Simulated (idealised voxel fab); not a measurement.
Process module heading - voxel wiring stack
Cross-sectional view cut (width: 230 nm; square cell size: 5 nm).
Cross-section layout: square cells on a grid; listed as bands, top to bottom; a band spans one or more cell rows. What a band's entry tells you: where the top is and where the bottom is, as heights in nm, and after that what lies inside, material by material from left to right, each with its width in nm. Empty space is written as the word "blank", and a single material marked with the word "everywhere" occupies the band from edge to edge. Heights from 0 (as-received wafer is one material below). Bottom band endless downward, as "0 nm and below". Think of "30 to 40" as a width that walks from the first number to the second as you go down the band, top row to bottom row, taking equal-sized steps from row to row. Take "nothing different" at face value: in the step it is given for, the cross-section changed in none of its cells. Heads up: "Trapped voids" only lists the empty pockets with no open path to the top that are 8 cells or more, and it writes them as width x height at distance, distance from the left edge, in nm. Post-settings text on a step line: simulator's own remark regarding the step. On any step carrying a mask, the "overlay nm" setting, if present on the step's line, tells how far right of its planned place the mask lay; negative values point to the left. Everything after this point is organized in pairs: a cross-section before one process step, a cross-section after it that shows only as deep as the lowest changed band, and, under the pair, the intervening step with its settings. Because different runs of this module on the same starting wafer can supply different pairs, a pair continues from the pair above it only if its entry headed "Pre-step" says so.
Pre-step:
* 125 nm to 115 nm = aC=40, blank=25, aC=15, blank=25, aC=15, blank=25, aC=15, blank=25, aC=45
* 115 nm to 100 nm = lowk=40, blank=25, lowk=15, blank=25, lowk=15, blank=25, lowk=15, blank=25, lowk=45
* 100 nm to 90 nm = lowk=40, blank=15, lowk=25, blank=15, lowk=25, blank=15, lowk=25, blank=15, lowk=55
* 90 nm to 85 nm = SiCN=40, blank=15, SiCN=25, blank=15, SiCN=25, blank=15, SiCN=25, blank=15, SiCN=55
* 85 nm to 80 nm = SiN=40, W=15, TiN=10, SiN=15, TiN=25, SiN=15, W=15, TiN=10, SiN=15, TiN=25, SiN=45
* 80 nm to 70 nm = SiO2=40, W=15, SiO2=65, W=15, SiO2=95
* 70 nm to 65 nm = SiO2=40, TiN=15, SiO2=65, TiN=15, SiO2=95
* 65 nm to 50 nm = SiO2 everywhere
* 50 nm to 45 nm = SiCN everywhere
* 45 nm to 20 nm = lowk=40, W=25, lowk=15, W=25, lowk=15, W=25, lowk=15, W=25, lowk=45
* 20 nm to 15 nm = lowk=40, TiN=25, lowk=15, TiN=25, lowk=15, TiN=25, lowk=15, TiN=25, lowk=45
* 15 nm to 0 nm = SiO2 everywhere
* 0 nm and below = Si everywhere
* Trapped voids: none
Step Result:
* 115 nm to 100 nm = lowk=40, blank=25, lowk=15, blank=25, lowk=15, blank=25, lowk=15, blank=25, lowk=45
* Nothing below the height 100 has changed.
* Trapped voids: none
Step that separates the before view from the after view above: STRIP | etch materials aC
Pre-step: the state before this step is the cross-section shown after the step in the pair just above.
Step Result:
* 120 nm to 115 nm = TiN=45, blank=15, TiN=25, blank=15, TiN=25, blank=15, TiN=25, blank=15, TiN=50
* 115 nm to 105 nm = lowk=40, TiN=5, blank=15, TiN=5, lowk=15, TiN=5, blank=15, TiN=5, lowk=15, TiN=5, blank=15, TiN=5, lowk=15, TiN=5, blank=15, TiN=5, lowk=45
* 105 nm to 100 nm = lowk=40, TiN=5, blank=5, TiN=15, lowk=15, TiN=5, blank=5, TiN=15, lowk=15, TiN=5, blank=5, TiN=15, lowk=15, TiN=5, blank=5, TiN=15, lowk=45
* 100 nm to 90 nm = lowk=40, TiN=5, blank=5, TiN=5, lowk=25, TiN=5, blank=5, TiN=5, lowk=25, TiN=5, blank=5, TiN=5, lowk=25, TiN=5, blank=5, TiN=5, lowk=55
* 90 nm to 85 nm = SiCN=40, TiN=15, SiCN=25, TiN=15, SiCN=25, TiN=15, SiCN=25, TiN=15, SiCN=55
* Nothing below the height 85 has changed.
* Trapped voids: none
Step that separates the before view from the after view above: CONFORMAL_DEP | material TiN | thk nm 5
Pre-step: the state before this step is the cross-section shown after the step in the pair just above.
Step Result:
* 125 nm to 120 nm = Ru everywhere
* 120 nm to 115 nm = TiN=45, Ru=15, TiN=25, Ru=15, TiN=25, Ru=15, TiN=25, Ru=15, TiN=50
* 115 nm to 105 nm = lowk=40, TiN=5, Ru=15, TiN=5, lowk=15, TiN=5, Ru=15, TiN=5, lowk=15, TiN=5, Ru=15, TiN=5, lowk=15, TiN=5, Ru=15, TiN=5, lowk=45
* 105 nm to 100 nm = lowk=40, TiN=5, Ru=5, TiN=15, lowk=15, TiN=5, Ru=5, TiN=15, lowk=15, TiN=5, Ru=5, TiN=15, lowk=15, TiN=5, Ru=5, TiN=15, lowk=45
* 100 nm to 90 nm = lowk=40, TiN=5, Ru=5, TiN=5, lowk=25, TiN=5, Ru=5, TiN=5, lowk=25, TiN=5, Ru=5, TiN=5, lowk=25, TiN=5, Ru=5, TiN=5, lowk=55
* Nothing below the height 90 has changed.
* Trapped voids: none
Step that separates the before view from the after view above: FILL_DEP | material Ru | thk nm 5
Pre-step: the state before this step is the cross-section shown after the step in the pair just above.
Step Result:
* 115 nm to 105 nm = lowk=40, TiN=5, Ru=15, TiN=5, lowk=15, TiN=5, Ru=15, TiN=5, lowk=15, TiN=5, Ru=15, TiN=5, lowk=15, TiN=5, Ru=15, TiN=5, lowk=45
* Nothing below the height 105 has changed.
* Trapped voids: none
Step that separates the before view from the after view above: CMP | height nm 115
Pre-step: the state before this step is the cross-section shown after the step in the pair just above.
Step Result:
* 120 nm to 115 nm = SiCN everywhere
* Nothing below the height 115 has changed.
* Trapped voids: none
Step that separates the before view from the after view above: CONFORMAL_DEP | material SiCN | thk nm 5
Pre-step: the state before this step is the cross-section shown after the step in the pair just above.
Step Result:
* 135 nm to 120 nm = lowk everywhere
* Nothing below the height 120 has changed.
* Trapped voids: none
Step that separates the before view from the after view above: DIRECTIONAL_DEP | material lowk | thk nm 15
Pre-step: the state before this step is the cross-section shown after the step in the pair just above.
Step Result:
* 150 nm to 135 nm = resist=40, blank=15, resist=65, blank=15, resist=95
* Nothing below the height 135 has changed.
* Trapped voids: none
Step that separates the before view from the after view above: PATTERN | tone open | mask id PLUG_3 | material resist | width nm 15 | pitch nm 80 | thk nm 15 | overlay nm 0
Pre-step: the state before this step is the cross-section shown after the step in the pair just above.
Step Result:
* 150 nm to 135 nm = resist=40, blank=15, resist=65, blank=15, resist=95
* 135 nm to 120 nm = lowk=40, blank=15, lowk=65, blank=15, lowk=95
* Nothing below the height 120 has changed.
* Trapped voids: none
Step that separates the before view from the after view above: DIRECTIONAL_ETCH | etch materials lowk | depth nm 15
Pre-step: the state before this step is the cross-section shown after the step in the pair just above.
Step Result:
* 150 nm to 135 nm = resist=40, blank=15, resist=65, blank=15, resist=95
* 135 nm to 120 nm = lowk=40, blank=15, lowk=65, blank=15, lowk=95
* 120 nm to 115 nm = SiCN=40, blank=15, SiCN=65, blank=15, SiCN=95
* Nothing below the height 115 has changed.
* Trapped voids: none
Step that separates the before view from the after view above: DIRECTIONAL_ETCH | etch materials SiCN | depth nm 5
Pre-step: the state before this step is the cross-section shown after the step in the pair just above.
Step Result:
* 135 nm to 120 nm = lowk=40, blank=15, lowk=65, blank=15, lowk=95
* Nothing below the height 120 has changed.
* Trapped voids: none
Step that separates the before view from the after view above: STRIP | etch materials resist
Pre-step: the state before this step is the cross-section shown after the step in the pair just above.
Step Result:
* 140 nm to 135 nm = TiN=45, blank=5, TiN=75, blank=5, TiN=100
* 135 nm to 120 nm = lowk=40, TiN=5, blank=5, TiN=5, lowk=65, TiN=5, blank=5, TiN=5, lowk=95
* 120 nm to 115 nm = SiCN=40, TiN=15, SiCN=65, TiN=15, SiCN=95
* Nothing below the height 115 has changed.
* Trapped voids: none
Step that separates the before view from the after view above: CONFORMAL_DEP | material TiN | thk nm 5
Pre-step: the state before this step is the cross-section shown after the step in the pair just above.
Step Result:
* 145 nm to 140 nm = W everywhere
* 140 nm to 135 nm = TiN=45, W=5, TiN=75, W=5, TiN=100
* 135 nm to 120 nm = lowk=40, TiN=5, W=5, TiN=5, lowk=65, TiN=5, W=5, TiN=5, lowk=95
* Nothing below the height 120 has changed.
* Trapped voids: none
Step that separates the before view from the after view above: FILL_DEP | material W | thk nm 5
Pre-step: the state before this step is the cross-section shown after the step in the pair just above.
Step Result:
* 135 nm to 120 nm = lowk=40, TiN=5, W=5, TiN=5, lowk=65, TiN=5, W=5, TiN=5, lowk=95
* Nothing below the height 120 has changed.
* Trapped voids: none
Step that separates the before view from the after view above: CMP | height nm 135
Pre-step: the state before this step is the cross-section shown after the step in the pair just above.
Step Result:
* 140 nm to 135 nm = TiN everywhere
* Nothing below the height 135 has changed.
* Trapped voids: none
Step that separates the before view from the after view above: DIRECTIONAL_DEP | material TiN | thk nm 5
Pre-step: the state before this step is the cross-section shown after the step in the pair just above.
Step Result:
* 155 nm to 140 nm = W everywhere
* Nothing below the height 140 has changed.
* Trapped voids: none
Step that separates the before view from the after view above: DIRECTIONAL_DEP | material W | thk nm 15
Pre-step: the state before this step is the cross-section shown after the step in the pair just above.
Step Result:
* 170 nm to 155 nm = blank=40, resist=25, blank=15, resist=25, blank=15, resist=25, blank=15, resist=25, blank=45
* Nothing below the height 155 has changed.
* Trapped voids: none
Step that separates the before view from the after view above: PATTERN | tone cover | mask id METAL_4 | material resist | width nm 25 | pitch nm 40 | thk nm 15 | overlay nm 0
Pre-step: the state before this step is the cross-section shown after the step in the pair just above.
Step Result:
* 170 nm to 155 nm = blank=40, resist=25, blank=15, resist=25, blank=15, resist=25, blank=15, resist=25, blank=45
* 155 nm to 140 nm = blank=40, W=25, blank=15, W=25, blank=15, W=25, blank=15, W=25, blank=45
* Nothing below the height 140 has changed.
* Trapped voids: none
Step that separates the before view from the after view above: DIRECTIONAL_ETCH | etch materials W | depth nm 15
Pre-step: the state before this step is the cross-section shown after the step in the pair just above.
Step Result:
* 170 nm to 155 nm = blank=40, resist=25, blank=15, resist=25, blank=15, resist=25, blank=15, resist=25, blank=45
* 155 nm to 140 nm = blank=40, W=25, blank=15, W=25, blank=15, W=25, blank=15, W=25, blank=45
* 140 nm to 135 nm = blank=40, TiN=25, blank=15, TiN=25, blank=15, TiN=25, blank=15, TiN=25, blank=45
* Nothing below the height 135 has changed.
* Trapped voids: none
Step that separates the before view from the after view above: DIRECTIONAL_ETCH | etch materials TiN | depth nm 5
Pre-step: the state before this step is the cross-section shown after the step in the pair just above.
Step Result:
* 155 nm to 140 nm = blank=40, W=25, blank=15, W=25, blank=15, W=25, blank=15, W=25, blank=45
* Nothing below the height 140 has changed.
* Trapped voids: none
Step that separates the before view from the after view above: STRIP | etch materials resist
Pre-step: the state before this step is the cross-section shown after the step in the pair just above.
Step Result:
* 165 nm to 155 nm = lowk everywhere
* 155 nm to 140 nm = lowk=40, W=25, lowk=15, W=25, lowk=15, W=25, lowk=15, W=25, lowk=45
* 140 nm to 135 nm = lowk=40, TiN=25, lowk=15, TiN=25, lowk=15, TiN=25, lowk=15, TiN=25, lowk=45
* Nothing below the height 135 has changed.
* Trapped voids: none
Step that separates the before view from the after view above: FILL_DEP | material lowk | thk nm 10
Pre-step: the state before this step is the cross-section shown after the step in the pair just above.
Step Result:
* 155 nm to 140 nm = lowk=40, W=25, lowk=15, W=25, lowk=15, W=25, lowk=15, W=25, lowk=45
* Nothing below the height 140 has changed.
* Trapped voids: none
Step that separates the before view from the after view above: CMP | height nm 155
Pre-step: the state before this step is the cross-section shown after the step in the pair just above.
Step Result:
* 160 nm to 155 nm = SiCN everywhere
* Nothing below the height 155 has changed.
* Trapped voids: none
Step that separates the before view from the after view above: CONFORMAL_DEP | material SiCN | thk nm 5
Pre-step:
* 70 nm to 65 nm = TiN=40, blank=15, TiN=65, blank=15, TiN=95
* 65 nm to 60 nm = SiO2=40, blank=15, SiO2=65, blank=15, SiO2=95
* 60 nm to 55 nm = SiO2=40, TiN=15, SiO2=65, TiN=15, SiO2=95
* 55 nm to 50 nm = SiO2=40, Ru=15, SiO2=65, Ru=15, SiO2=95
* 50 nm to 45 nm = SiCN=40, Ru=15, SiCN=65, Ru=15, SiCN=95
* 45 nm to 20 nm = lowk=40, W=25, lowk=15, W=25, lowk=15, W=25, lowk=15, W=25, lowk=45
* 20 nm to 15 nm = lowk=40, TiN=25, lowk=15, TiN=25, lowk=15, TiN=25, lowk=15, TiN=25, lowk=45
* 15 nm to 0 nm = SiO2 everywhere
* 0 nm and below = Si everywhere
* Trapped voids: none
Step Result:
* 80 nm to 70 nm = Ru everywhere
* 70 nm to 65 nm = TiN=40, Ru=15, TiN=65, Ru=15, TiN=95
* 65 nm to 60 nm = SiO2=40, Ru=15, SiO2=65, Ru=15, SiO2=95
* Nothing below the height 60 has changed.
* Trapped voids: none
Step that separates the before view from the after view above: EPI | material Ru | thk nm 10
Pre-step: the state before this step is the cross-section shown after the step in the pair just above.
Step Result:
* 95 nm to 80 nm = W everywhere
* Nothing below the height 80 has changed.
* Trapped voids: none
Step that separates the before view from the after view above: DIRECTIONAL_DEP | material W | thk nm 15
Pre-step: the state before this step is the cross-section shown after the step in the pair just above.
Step Result:
* 95 nm to 80 nm = blank=40, W=25, blank=15, W=25, blank=15, W=25, blank=15, W=25, blank=45
* Nothing below the height 80 has changed.
* Trapped voids: none
Step that separates the before view from the after view above: MASKED_ETCH | tone cover | mask id METAL_2 | width nm 25 | pitch nm 40 | etch materials W | depth nm 15 | overlay nm 0
Pre-step: the state before this step is the cross-section shown after the step in the pair just above.
Step Result:
* 100 nm to 95 nm = blank=35, SiN=35, blank=5, SiN=35, blank=5, SiN=35, blank=5, SiN=35, blank=40
* 95 nm to 85 nm = blank=35, SiN=5, W=25, SiN=5, blank=5, SiN=5, W=25, SiN=5, blank=5, SiN=5, W=25, SiN=5, blank=5, SiN=5, W=25, SiN=5, blank=40
* 85 nm to 80 nm = SiN=40, W=25, SiN=15, W=25, SiN=15, W=25, SiN=15, W=25, SiN=45
* Nothing below the height 80 has changed.
* Trapped voids: none
Step that separates the before view from the after view above: CONFORMAL_DEP | material SiN | thk nm 5
Pre-step: the state before this step is the cross-section shown after the step in the pair just above.
Step Result:
* 105 nm to 100 nm = SiO2 everywhere
* 100 nm to 95 nm = SiO2=35, SiN=35, SiO2=5, SiN=35, SiO2=5, SiN=35, SiO2=5, SiN=35, SiO2=40
* 95 nm to 85 nm = SiO2=35, SiN=5, W=25, SiN=5, SiO2=5, SiN=5, W=25, SiN=5, SiO2=5, SiN=5, W=25, SiN=5, SiO2=5, SiN=5, W=25, SiN=5, SiO2=40
* Nothing below the height 85 has changed.
* Trapped voids: none
Step that separates the before view from the after view above: FILL_DEP | material SiO2 | thk nm 5
Pre-step: the state before this step is the cross-section shown after the step in the pair just above.
Step Result:
* 85 nm to 80 nm = SiN=40, W=25, SiN=15, W=25, SiN=15, W=25, SiN=15, W=25, SiN=45
* Nothing below the height 80 has changed.
* Trapped voids: none
Step that separates the before view from the after view above: CMP | height nm 85
Pre-step: the state before this step is the cross-section shown after the step in the pair just above.
Step Result:
* 90 nm to 85 nm = SiCN everywhere
* Nothing below the height 85 has changed.
* Trapped voids: none
Step that separates the before view from the after view above: CONFORMAL_DEP | material SiCN | thk nm 5
Pre-step: the state before this step is the cross-section shown after the step in the pair just above.
Step Result:
* 115 nm to 90 nm = lowk everywhere
* Nothing below the height 90 has changed.
* Trapped voids: none
Step that separates the before view from the after view above: DIRECTIONAL_DEP | material lowk | thk nm 25
Pre-step: the state before this step is the cross-section shown after the step in the pair just above.
Step Result:
* 130 nm to 115 nm = aC everywhere
* Nothing below the height 115 has changed.
* Trapped voids: none
Step that separates the before view from the after view above: DIRECTIONAL_DEP | material aC | thk nm 15
Pre-step: the state before this step is the cross-section shown after the step in the pair just above.
Step Result:
* 165 nm to 130 nm = resist=40, blank=15, resist=25, blank=15, resist=25, blank=15, resist=25, blank=15, resist=55
* Nothing below the height 130 has changed.
* Trapped voids: none
Step that separates the before view from the after view above: PATTERN | tone open | mask id METAL_3_HOLES | material resist | width nm 15 | pitch nm 40 | thk nm 35 | overlay nm 0
Pre-step: the state before this step is the cross-section shown after the step in the pair just above.
Step Result:
* 150 nm to 130 nm = resist=40, blank=15, resist=25, blank=15, resist=25, blank=15, resist=25, blank=15, resist=55
* 130 nm to 115 nm = aC=40, blank=15, aC=25, blank=15, aC=25, blank=15, aC=25, blank=15, aC=55
* Nothing below the height 115 has changed.
* Trapped voids: none
Step that separates the before view from the after view above: DIRECTIONAL_ETCH | etch materials aC | depth nm 15
Pre-step: the state before this step is the cross-section shown after the step in the pair just above.
Step Result:
* 130 nm to 115 nm = aC=40, blank=15, aC=25, blank=15, aC=25, blank=15, aC=25, blank=15, aC=55
* Nothing below the height 115 has changed.
* Trapped voids: none
Step that separates the before view from the after view above: STRIP | etch materials resist
Pre-step: the state before this step is the cross-section shown after the step in the pair just above.
Step Result:
* 130 nm to 115 nm = aC=40, blank=15, aC=25, blank=15, aC=25, blank=15, aC=25, blank=15, aC=55
* 115 nm to 90 nm = lowk=40, blank=15, lowk=25, blank=15, lowk=25, blank=15, lowk=25, blank=15, lowk=55
* Nothing below the height 90 has changed.
* Trapped voids: none
Step that separates the before view from the after view above: DIRECTIONAL_ETCH | etch materials lowk | depth nm 25
Pre-step: the state before this step is the cross-section shown after the step in the pair just above.
Step Result:
* 115 nm to 90 nm = lowk=40, blank=15, lowk=25, blank=15, lowk=25, blank=15, lowk=25, blank=15, lowk=55
* Nothing below the height 90 has changed.
* Trapped voids: none
Step that separates the before view from the after view above: STRIP | etch materials aC
Pre-step: the state before this step is the cross-section shown after the step in the pair just above.
Step Result:
* 125 nm to 115 nm = aC=40, blank=15, aC=25, blank=15, aC=25, blank=15, aC=25, blank=15, aC=55
* 115 nm to 100 nm = lowk=40, blank=15, lowk=25, blank=15, lowk=25, blank=15, lowk=25, blank=15, lowk=55
* 100 nm to 90 nm = lowk=40, aC=15, lowk=25, aC=15, lowk=25, aC=15, lowk=25, aC=15, lowk=55
* Nothing below the height 90 has changed.
* Trapped voids: none
Step that separates the before view from the after view above: DIRECTIONAL_DEP | material aC | thk nm 10
Pre-step: the state before this step is the cross-section shown after the step in the pair just above.
Step Result:
* 150 nm to 125 nm = resist=40, blank=25, resist=15, blank=25, resist=15, blank=25, resist=15, blank=25, resist=45
* Nothing below the height 125 has changed.
* Trapped voids: none
Step that separates the before view from the after view above: PATTERN | tone open | mask id METAL_3 | material resist | width nm 25 | pitch nm 40 | thk nm 25 | overlay nm 0
Pre-step: the state before this step is the cross-section shown after the step in the pair just above.
Step Result:
* 140 nm to 125 nm = resist=40, blank=25, resist=15, blank=25, resist=15, blank=25, resist=15, blank=25, resist=45
* 125 nm to 115 nm = aC=40, blank=25, aC=15, blank=25, aC=15, blank=25, aC=15, blank=25, aC=45
* 115 nm to 90 nm = lowk=40, blank=15, lowk=25, blank=15, lowk=25, blank=15, lowk=25, blank=15, lowk=55
* Nothing below the height 90 has changed.
* Trapped voids: none
Step that separates the before view from the after view above: DIRECTIONAL_ETCH | etch materials aC | depth nm 10
Pre-step: the state before this step is the cross-section shown after the step in the pair just above.
Step Result:
* 125 nm to 115 nm = aC=40, blank=25, aC=15, blank=25, aC=15, blank=25, aC=15, blank=25, aC=45
* Nothing below the height 115 has changed.
* Trapped voids: none
Step that separates the before view from the after view above: STRIP | etch materials resist
Pre-step: the state before this step is the cross-section shown after the step in the pair just above.
Step Result:
* 125 nm to 115 nm = aC=40, blank=25, aC=15, blank=25, aC=15, blank=25, aC=15, blank=25, aC=45
* 115 nm to 100 nm = lowk=40, blank=25, lowk=15, blank=25, lowk=15, blank=25, lowk=15, blank=25, lowk=45
* Nothing below the height 100 has changed.
* Trapped voids: none
Step that separates the before view from the after view above: DIRECTIONAL_ETCH | etch materials lowk | depth nm 15
Pre-step: the state before this step is the cross-section shown after the step in the pair just above.
Step Result:
* 125 nm to 115 nm = aC=40, blank=25, aC=15, blank=25, aC=15, blank=25, aC=15, blank=25, aC=45
* 115 nm to 100 nm = lowk=40, blank=25, lowk=15, blank=25, lowk=15, blank=25, lowk=15, blank=25, lowk=45
* 100 nm to 90 nm = lowk=40, blank=15, lowk=25, blank=15, lowk=25, blank=15, lowk=25, blank=15, lowk=55
* 90 nm to 85 nm = SiCN=40, blank=15, SiCN=25, blank=15, SiCN=25, blank=15, SiCN=25, blank=15, SiCN=55
* Nothing below the height 85 has changed.
* Trapped voids: none
Step that separates the before view from the after view above: DIRECTIONAL_ETCH | etch materials SiCN | depth nm 5
Pre-step: the state before this step is the cross-section shown after the step in the pair just above.
Step Result:
* 115 nm to 100 nm = lowk=40, blank=25, lowk=15, blank=25, lowk=15, blank=25, lowk=15, blank=25, lowk=45
* Nothing below the height 100 has changed.
* Trapped voids: none
Step that separates the before view from the after view above: STRIP | etch materials aC
Pre-step: the state before this step is the cross-section shown after the step in the pair just above.
Step Result:
* 120 nm to 115 nm = TiN=45, blank=15, TiN=25, blank=15, TiN=25, blank=15, TiN=25, blank=15, TiN=50
* 115 nm to 105 nm = lowk=40, TiN=5, blank=15, TiN=5, lowk=15, TiN=5, blank=15, TiN=5, lowk=15, TiN=5, blank=15, TiN=5, lowk=15, TiN=5, blank=15, TiN=5, lowk=45
* 105 nm to 100 nm = lowk=40, TiN=5, blank=5, TiN=15, lowk=15, TiN=5, blank=5, TiN=15, lowk=15, TiN=5, blank=5, TiN=15, lowk=15, TiN=5, blank=5, TiN=15, lowk=45
* 100 nm to 90 nm = lowk=40, TiN=5, blank=5, TiN=5, lowk=25, TiN=5, blank=5, TiN=5, lowk=25, TiN=5, blank=5, TiN=5, lowk=25, TiN=5, blank=5, TiN=5, lowk=55
* 90 nm to 85 nm = SiCN=40, TiN=15, SiCN=25, TiN=15, SiCN=25, TiN=15, SiCN=25, TiN=15, SiCN=55
* Nothing below the height 85 has changed.
* Trapped voids: none
Step that separates the before view from the after view above: CONFORMAL_DEP | material TiN | thk nm 5
Pre-step: the state before this step is the cross-section shown after the step in the pair just above.
Step Result:
* 125 nm to 120 nm = Ru everywhere
* 120 nm to 115 nm = TiN=45, Ru=15, TiN=25, Ru=15, TiN=25, Ru=15, TiN=25, Ru=15, TiN=50
* 115 nm to 105 nm = lowk=40, TiN=5, Ru=15, TiN=5, lowk=15, TiN=5, Ru=15, TiN=5, lowk=15, TiN=5, Ru=15, TiN=5, lowk=15, TiN=5, Ru=15, TiN=5, lowk=45
* 105 nm to 100 nm = lowk=40, TiN=5, Ru=5, TiN=15, lowk=15, TiN=5, Ru=5, TiN=15, lowk=15, TiN=5, Ru=5, TiN=15, lowk=15, TiN=5, Ru=5, TiN=15, lowk=45
* 100 nm to 90 nm = lowk=40, TiN=5, Ru=5, TiN=5, lowk=25, TiN=5, Ru=5, TiN=5, lowk=25, TiN=5, Ru=5, TiN=5, lowk=25, TiN=5, Ru=5, TiN=5, lowk=55
* Nothing below the height 90 has changed.
* Trapped voids: none
Step that separates the before view from the after view above: FILL_DEP | material Ru | thk nm 5
Pre-step: the state before this step is the cross-section shown after the step in the pair just above.
Step Result:
* 115 nm to 105 nm = lowk=40, TiN=5, Ru=15, TiN=5, lowk=15, TiN=5, Ru=15, TiN=5, lowk=15, TiN=5, Ru=15, TiN=5, lowk=15, TiN=5, Ru=15, TiN=5, lowk=45
* Nothing below the height 105 has changed.
* Trapped voids: none
Step that separates the before view from the after view above: CMP | height nm 115
Pre-step: the state before this step is the cross-section shown after the step in the pair just above.
Step Result:
* 120 nm to 115 nm = SiCN everywhere
* Nothing below the height 115 has changed.
* Trapped voids: none
Step that separates the before view from the after view above: CONFORMAL_DEP | material SiCN | thk nm 5
Pre-step: the state before this step is the cross-section shown after the step in the pair just above.
Step Result:
* 135 nm to 120 nm = lowk everywhere
* Nothing below the height 120 has changed.
* Trapped voids: none
Step that separates the before view from the after view above: DIRECTIONAL_DEP | material lowk | thk nm 15
Pre-step: the state before this step is the cross-section shown after the step in the pair just above.
Step Result:
* 150 nm to 135 nm = resist=40, blank=15, resist=65, blank=15, resist=95
* Nothing below the height 135 has changed.
* Trapped voids: none
Step that separates the before view from the after view above: PATTERN | tone open | mask id PLUG_3 | material resist | width nm 15 | pitch nm 80 | thk nm 15 | overlay nm 0
Pre-step: the state before this step is the cross-section shown after the step in the pair just above.
Step Result:
* 150 nm to 135 nm = resist=40, blank=15, resist=65, blank=15, resist=95
* 135 nm to 120 nm = lowk=40, blank=15, lowk=65, blank=15, lowk=95
* Nothing below the height 120 has changed.
* Trapped voids: none
Step that separates the before view from the after view above: DIRECTIONAL_ETCH | etch materials lowk | depth nm 15
Pre-step: the state before this step is the cross-section shown after the step in the pair just above.
Step Result:
* 150 nm to 135 nm = resist=40, blank=15, resist=65, blank=15, resist=95
* 135 nm to 120 nm = lowk=40, blank=15, lowk=65, blank=15, lowk=95
* 120 nm to 115 nm = SiCN=40, blank=15, SiCN=65, blank=15, SiCN=95
* Nothing below the height 115 has changed.
* Trapped voids: none
Step that separates the before view from the after view above: DIRECTIONAL_ETCH | etch materials SiCN | depth nm 5
Pre-step: the state before this step is the cross-section shown after the step in the pair just above.
Step Result:
* 135 nm to 120 nm = lowk=40, blank=15, lowk=65, blank=15, lowk=95
* Nothing below the height 120 has changed.
* Trapped voids: none
Step that separates the before view from the after view above: STRIP | etch materials resist
Pre-step: the state before this step is the cross-section shown after the step in the pair just above.
Step Result:
* 140 nm to 135 nm = TiN=45, blank=5, TiN=75, blank=5, TiN=100
* 135 nm to 120 nm = lowk=40, TiN=5, blank=5, TiN=5, lowk=65, TiN=5, blank=5, TiN=5, lowk=95
* 120 nm to 115 nm = SiCN=40, TiN=15, SiCN=65, TiN=15, SiCN=95
* Nothing below the height 115 has changed.
* Trapped voids: none
Step that separates the before view from the after view above: CONFORMAL_DEP | material TiN | thk nm 5
Pre-step: the state before this step is the cross-section shown after the step in the pair just above.
Step Result:
* 145 nm to 140 nm = W everywhere
* 140 nm to 135 nm = TiN=45, W=5, TiN=75, W=5, TiN=100
* 135 nm to 120 nm = lowk=40, TiN=5, W=5, TiN=5, lowk=65, TiN=5, W=5, TiN=5, lowk=95
* Nothing below the height 120 has changed.
* Trapped voids: none
Step that separates the before view from the after view above: FILL_DEP | material W | thk nm 5
Pre-step: the state before this step is the cross-section shown after the step in the pair just above.
Step Result:
* 135 nm to 120 nm = lowk=40, TiN=5, W=5, TiN=5, lowk=65, TiN=5, W=5, TiN=5, lowk=95
* Nothing below the height 120 has changed.
* Trapped voids: none
Step that separates the before view from the after view above: CMP | height nm 135
Pre-step: the state before this step is the cross-section shown after the step in the pair just above.
Step Result:
* 140 nm to 135 nm = TiN everywhere
* Nothing below the height 135 has changed.
* Trapped voids: none
Step that separates the before view from the after view above: DIRECTIONAL_DEP | material TiN | thk nm 5
Pre-step: the state before this step is the cross-section shown after the step in the pair just above.
Step Result:
* 155 nm to 140 nm = W everywhere
* Nothing below the height 140 has changed.
* Trapped voids: none
Step that separates the before view from the after view above: DIRECTIONAL_DEP | material W | thk nm 15
Pre-step: the state before this step is the cross-section shown after the step in the pair just above.
Step Result:
* 170 nm to 155 nm = blank=40, resist=25, blank=15, resist=25, blank=15, resist=25, blank=15, resist=25, blank=45
* Nothing below the height 155 has changed.
* Trapped voids: none
Step that separates the before view from the after view above: PATTERN | tone cover | mask id METAL_4 | material resist | width nm 25 | pitch nm 40 | thk nm 15 | overlay nm 0
Pre-step: the state before this step is the cross-section shown after the step in the pair just above.
Step Result:
* 170 nm to 155 nm = blank=40, resist=25, blank=15, resist=25, blank=15, resist=25, blank=15, resist=25, blank=45
* 155 nm to 140 nm = blank=40, W=25, blank=15, W=25, blank=15, W=25, blank=15, W=25, blank=45
* Nothing below the height 140 has changed.
* Trapped voids: none
Step that separates the before view from the after view above: DIRECTIONAL_ETCH | etch materials W | depth nm 15
Pre-step: the state before this step is the cross-section shown after the step in the pair just above.
Step Result:
* 170 nm to 155 nm = blank=40, resist=25, blank=15, resist=25, blank=15, resist=25, blank=15, resist=25, blank=45
* 155 nm to 140 nm = blank=40, W=25, blank=15, W=25, blank=15, W=25, blank=15, W=25, blank=45
* 140 nm to 135 nm = blank=40, TiN=25, blank=15, TiN=25, blank=15, TiN=25, blank=15, TiN=25, blank=45
* Nothing below the height 135 has changed.
* Trapped voids: none
Step that separates the before view from the after view above: DIRECTIONAL_ETCH | etch materials TiN | depth nm 5
Pre-step: the state before this step is the cross-section shown after the step in the pair just above.
Step Result:
* 155 nm to 140 nm = blank=40, W=25, blank=15, W=25, blank=15, W=25, blank=15, W=25, blank=45
* Nothing below the height 140 has changed.
* Trapped voids: none
Step that separates the before view from the after view above: STRIP | etch materials resist
Pre-step: the state before this step is the cross-section shown after the step in the pair just above.
Step Result:
* 165 nm to 155 nm = lowk everywhere
* 155 nm to 140 nm = lowk=40, W=25, lowk=15, W=25, lowk=15, W=25, lowk=15, W=25, lowk=45
* 140 nm to 135 nm = lowk=40, TiN=25, lowk=15, TiN=25, lowk=15, TiN=25, lowk=15, TiN=25, lowk=45
* Nothing below the height 135 has changed.
* Trapped voids: none
Step that separates the before view from the after view above: FILL_DEP | material lowk | thk nm 10
Pre-step: the state before this step is the cross-section shown after the step in the pair just above.
Step Result:
* 155 nm to 140 nm = lowk=40, W=25, lowk=15, W=25, lowk=15, W=25, lowk=15, W=25, lowk=45
* Nothing below the height 140 has changed.
* Trapped voids: none
Step that separates the before view from the after view above: CMP | height nm 155
Pre-step: the state before this step is the cross-section shown after the step in the pair just above.
Step Result:
* 160 nm to 155 nm = SiCN everywhere
* Nothing below the height 155 has changed.
* Trapped voids: none
Step that separates the before view from the after view above: CONFORMAL_DEP | material SiCN | thk nm 5
